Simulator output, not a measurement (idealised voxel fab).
voxel ribs on slabs: a process module
Section shown: cut. Width: 190 nm. Cell size: 5 nm, square.
When this document writes out a cross-section, it uses a grid of square cells and lists it as bands, beginning at the top and moving down, with a band standing for one or more rows of cells.
First you get the band's top height and its bottom height, in nm, and then the materials it's made of, left to right, with each width in nm. If you see a single material with "throughout", that one covers the band edge to edge. "blank" is empty space.
Note: height 0 marks the level under which the wafer is uniformly one material as received. Lowest band unbounded below, written "0 nm and below".
When a width is written as two numbers, as in "30->40", the first number is the width in the top row of cells of the band and the second is the width in its bottom row, and the width changes by the same amount from each row to the next.
The designation "nothing altered", where it is given for a processing step, indicates that no cell of the cross-section was altered in the course of that step.
"Sealed-off cavities" means: voids of 8 cells or more that are shut off from the top with no open way through. Written width x height at distance, distance from the left edge, in nm.
after a step's settings: what the simulator itself notes on the step
"overlay nm" on a masked step: distance the mask lay right of its planned place, negative for left.
### Here's what the planned process steps look like
1 RECEIVE with material Si
2 DIRECTIONAL_DEP with material SiO2, thk nm 25
3 DIRECTIONAL_DEP with material polySi, thk nm 15
4 DIRECTIONAL_DEP with material aC, thk nm 15
5 PATTERN with tone cover, mask id RIB, material resist, width nm 30, thk nm 30, overlay nm 0
6 DIRECTIONAL_ETCH with etch materials aC, depth nm 15
7 STRIP with etch materials resist
8 DIRECTIONAL_ETCH with etch materials polySi, depth nm 10
9 STRIP with etch materials aC
10 DIRECTIONAL_DEP with material aC, thk nm 10
11 PATTERN with tone cover, mask id SLAB, material resist, width nm 60, thk nm 25, overlay nm 0
12 DIRECTIONAL_ETCH with etch materials aC, depth nm 10
13 STRIP with etch materials resist
14 DIRECTIONAL_ETCH with etch materials polySi, depth nm 5
15 STRIP with etch materials aC
16 FILL_DEP with material SiO2, thk nm 15
17 CMP with height nm 50
18 DIRECTIONAL_DEP with material TiN, thk nm 5
19 DIRECTIONAL_DEP with material aC, thk nm 10
20 PATTERN with tone cover, mask id HEATER, material resist, width nm 40, thk nm 30, overlay nm 0
21 DIRECTIONAL_ETCH with etch materials aC, depth nm 10
22 STRIP with etch materials resist
23 DIRECTIONAL_ETCH with etch materials TiN, depth nm 5
24 STRIP with etch materials aC
25 CONFORMAL_DEP with material SiO2, thk nm 5
### The first of a set of two wafers, run to plan
### Wafer cross-section on receipt, i.e. after step 1
0 nm and below = Si throughout
Sealed-off cavities: none
### Take a look at the wafer's cross-section after step 2
25 nm to 0 nm = SiO2 throughout
Everything under 0 stays put, no change at all.
### Take a look at the wafer's cross-section after step 3
40 nm to 25 nm = polySi throughout
Everything under 25 stays put, no change at all.
### Take a look at the wafer's cross-section after step 4
55 nm to 40 nm = aC throughout
Everything under 40 stays put, no change at all.
### Take a look at the wafer's cross-section after step 5
85 nm to 55 nm = blank=80 | resist=30 | blank=80
Everything under 55 stays put, no change at all.
### Take a look at the wafer's cross-section after step 6
70 nm to 55 nm = blank=80 | resist=30 | blank=80
55 nm to 40 nm = blank=80 | aC=30 | blank=80
Everything under 40 stays put, no change at all.
### Take a look at the wafer's cross-section after step 7
55 nm to 40 nm = blank=80 | aC=30 | blank=80
Everything under 40 stays put, no change at all.
### Take a look at the wafer's cross-section after step 8
55 nm to 40 nm = blank=80 | aC=30 | blank=80
40 nm to 30 nm = blank=80 | polySi=30 | blank=80
Everything under 30 stays put, no change at all.
### Take a look at the wafer's cross-section after step 9
40 nm to 30 nm = blank=80 | polySi=30 | blank=80
Everything under 30 stays put, no change at all.
### Take a look at the wafer's cross-section after step 10
50 nm to 40 nm = blank=80 | aC=30 | blank=80
40 nm to 30 nm = aC=80 | polySi=30 | aC=80
Everything under 30 stays put, no change at all.
### Take a look at the wafer's cross-section after step 11
75 nm to 50 nm = blank=65 | resist=60 | blank=65
50 nm to 40 nm = blank=65 | resist=15 | aC=30 | resist=15 | blank=65
Everything under 40 stays put, no change at all.
### Take a look at the wafer's cross-section after step 12
65 nm to 50 nm = blank=65 | resist=60 | blank=65
50 nm to 40 nm = blank=65 | resist=15 | aC=30 | resist=15 | blank=65
40 nm to 30 nm = blank=65 | aC=15 | polySi=30 | aC=15 | blank=65
Everything under 30 stays put, no change at all.
### Take a look at the wafer's cross-section after step 13
50 nm to 40 nm = blank=80 | aC=30 | blank=80
Everything under 40 stays put, no change at all.
### Take a look at the wafer's cross-section after step 14
50 nm to 40 nm = blank=80 | aC=30 | blank=80
40 nm to 30 nm = blank=65 | aC=15 | polySi=30 | aC=15 | blank=65
30 nm to 25 nm = blank=65 | polySi=60 | blank=65
Everything under 25 stays put, no change at all.
### Take a look at the wafer's cross-section after step 15
40 nm to 30 nm = blank=80 | polySi=30 | blank=80
Everything under 30 stays put, no change at all.
### Take a look at the wafer's cross-section after step 16
55 nm to 40 nm = SiO2 throughout
40 nm to 30 nm = SiO2=80 | polySi=30 | SiO2=80
30 nm to 25 nm = SiO2=65 | polySi=60 | SiO2=65
Everything under 25 stays put, no change at all.
### Take a look at the wafer's cross-section after step 17
50 nm to 40 nm = SiO2 throughout
Everything under 40 stays put, no change at all.
### Take a look at the wafer's cross-section after step 18
55 nm to 50 nm = TiN throughout
Everything under 50 stays put, no change at all.
### Take a look at the wafer's cross-section after step 19
65 nm to 55 nm = aC throughout
Everything under 55 stays put, no change at all.
### Take a look at the wafer's cross-section after step 20
95 nm to 65 nm = blank=75 | resist=40 | blank=75
Everything under 65 stays put, no change at all.
### Take a look at the wafer's cross-section after step 21
85 nm to 65 nm = blank=75 | resist=40 | blank=75
65 nm to 55 nm = blank=75 | aC=40 | blank=75
Everything under 55 stays put, no change at all.
### Take a look at the wafer's cross-section after step 22
65 nm to 55 nm = blank=75 | aC=40 | blank=75
Everything under 55 stays put, no change at all.
### Take a look at the wafer's cross-section after step 23
65 nm to 55 nm = blank=75 | aC=40 | blank=75
55 nm to 50 nm = blank=75 | TiN=40 | blank=75
Everything under 50 stays put, no change at all.
### Take a look at the wafer's cross-section after step 24
55 nm to 50 nm = blank=75 | TiN=40 | blank=75
Everything under 50 stays put, no change at all.
### Take a look at the wafer's cross-section after step 25
60 nm to 55 nm = blank=70 | SiO2=50 | blank=70
55 nm to 50 nm = SiO2=75 | TiN=40 | SiO2=75
Everything under 50 stays put, no change at all.
### Second Wafer (Identical Start and Plan, One Processing Error; Matches First Wafer Through Step 2)
### Look at the second wafer in cross-section at the time step 3 ought to have finished
50 nm to 25 nm = polySi throughout
Everything under 25 stays put, no change at all.
### Look at the second wafer in cross-section at the time step 4 ought to have finished
65 nm to 50 nm = aC throughout
Everything under 50 stays put, no change at all.
### Look at the second wafer in cross-section at the time step 5 ought to have finished
95 nm to 65 nm = blank=80 | resist=30 | blank=80
Everything under 65 stays put, no change at all.
### Look at the second wafer in cross-section at the time step 6 ought to have finished
80 nm to 65 nm = blank=80 | resist=30 | blank=80
65 nm to 50 nm = blank=80 | aC=30 | blank=80
Everything under 50 stays put, no change at all.
### Look at the second wafer in cross-section at the time step 7 ought to have finished
65 nm to 50 nm = blank=80 | aC=30 | blank=80
Everything under 50 stays put, no change at all.
### Look at the second wafer in cross-section at the time step 8 ought to have finished
65 nm to 50 nm = blank=80 | aC=30 | blank=80
50 nm to 40 nm = blank=80 | polySi=30 | blank=80
Everything under 40 stays put, no change at all.
### Look at the second wafer in cross-section at the time step 9 ought to have finished
50 nm to 40 nm = blank=80 | polySi=30 | blank=80
Everything under 40 stays put, no change at all.
### Look at the second wafer in cross-section at the time step 10 ought to have finished
60 nm to 50 nm = blank=80 | aC=30 | blank=80
50 nm to 40 nm = aC=80 | polySi=30 | aC=80
Everything under 40 stays put, no change at all.
### Look at the second wafer in cross-section at the time step 11 ought to have finished
85 nm to 60 nm = blank=65 | resist=60 | blank=65
60 nm to 50 nm = blank=65 | resist=15 | aC=30 | resist=15 | blank=65
Everything under 50 stays put, no change at all.
### Look at the second wafer in cross-section at the time step 12 ought to have finished
75 nm to 60 nm = blank=65 | resist=60 | blank=65
60 nm to 50 nm = blank=65 | resist=15 | aC=30 | resist=15 | blank=65
50 nm to 40 nm = blank=65 | aC=15 | polySi=30 | aC=15 | blank=65
Everything under 40 stays put, no change at all.
### Look at the second wafer in cross-section at the time step 13 ought to have finished
60 nm to 50 nm = blank=80 | aC=30 | blank=80
Everything under 50 stays put, no change at all.
### Look at the second wafer in cross-section at the time step 14 ought to have finished
60 nm to 50 nm = blank=80 | aC=30 | blank=80
50 nm to 40 nm = blank=65 | aC=15 | polySi=30 | aC=15 | blank=65
40 nm to 35 nm = blank=65 | polySi=60 | blank=65
Everything under 35 stays put, no change at all.
### Look at the second wafer in cross-section at the time step 15 ought to have finished
50 nm to 40 nm = blank=80 | polySi=30 | blank=80
Everything under 40 stays put, no change at all.
### Look at the second wafer in cross-section at the time step 16 ought to have finished
65 nm to 50 nm = SiO2 throughout
50 nm to 40 nm = SiO2=80 | polySi=30 | SiO2=80
40 nm to 35 nm = SiO2=65 | polySi=60 | SiO2=65
Everything under 35 stays put, no change at all.
### Look at the second wafer in cross-section at the time step 17 ought to have finished
50 nm to 40 nm = SiO2=80 | polySi=30 | SiO2=80
Everything under 40 stays put, no change at all.
### Look at the second wafer in cross-section at the time step 18 ought to have finished
55 nm to 50 nm = TiN throughout
Everything under 50 stays put, no change at all.
### Look at the second wafer in cross-section at the time step 19 ought to have finished
65 nm to 55 nm = aC throughout
Everything under 55 stays put, no change at all.
### Look at the second wafer in cross-section at the time step 20 ought to have finished
95 nm to 65 nm = blank=75 | resist=40 | blank=75
Everything under 65 stays put, no change at all.
### Look at the second wafer in cross-section at the time step 21 ought to have finished
85 nm to 65 nm = blank=75 | resist=40 | blank=75
65 nm to 55 nm = blank=75 | aC=40 | blank=75
Everything under 55 stays put, no change at all.
### Look at the second wafer in cross-section at the time step 22 ought to have finished
65 nm to 55 nm = blank=75 | aC=40 | blank=75
Everything under 55 stays put, no change at all.
### Look at the second wafer in cross-section at the time step 23 ought to have finished
65 nm to 55 nm = blank=75 | aC=40 | blank=75
55 nm to 50 nm = blank=75 | TiN=40 | blank=75
Everything under 50 stays put, no change at all.
### Look at the second wafer in cross-section at the time step 24 ought to have finished
55 nm to 50 nm = blank=75 | TiN=40 | blank=75
Everything under 50 stays put, no change at all.
### Look at the second wafer in cross-section at the time step 25 ought to have finished
60 nm to 55 nm = blank=70 | SiO2=50 | blank=70
55 nm to 50 nm = SiO2=75 | TiN=40 | SiO2=75
Everything under 50 stays put, no change at all.
Processing error: step 3 was not run as planned; what actually ran was DIRECTIONAL_DEP with material polySi, thk nm 25
End of process, cell counts, second wafer against first, materials with more or fewer: -76 SiO2; +76 polySi
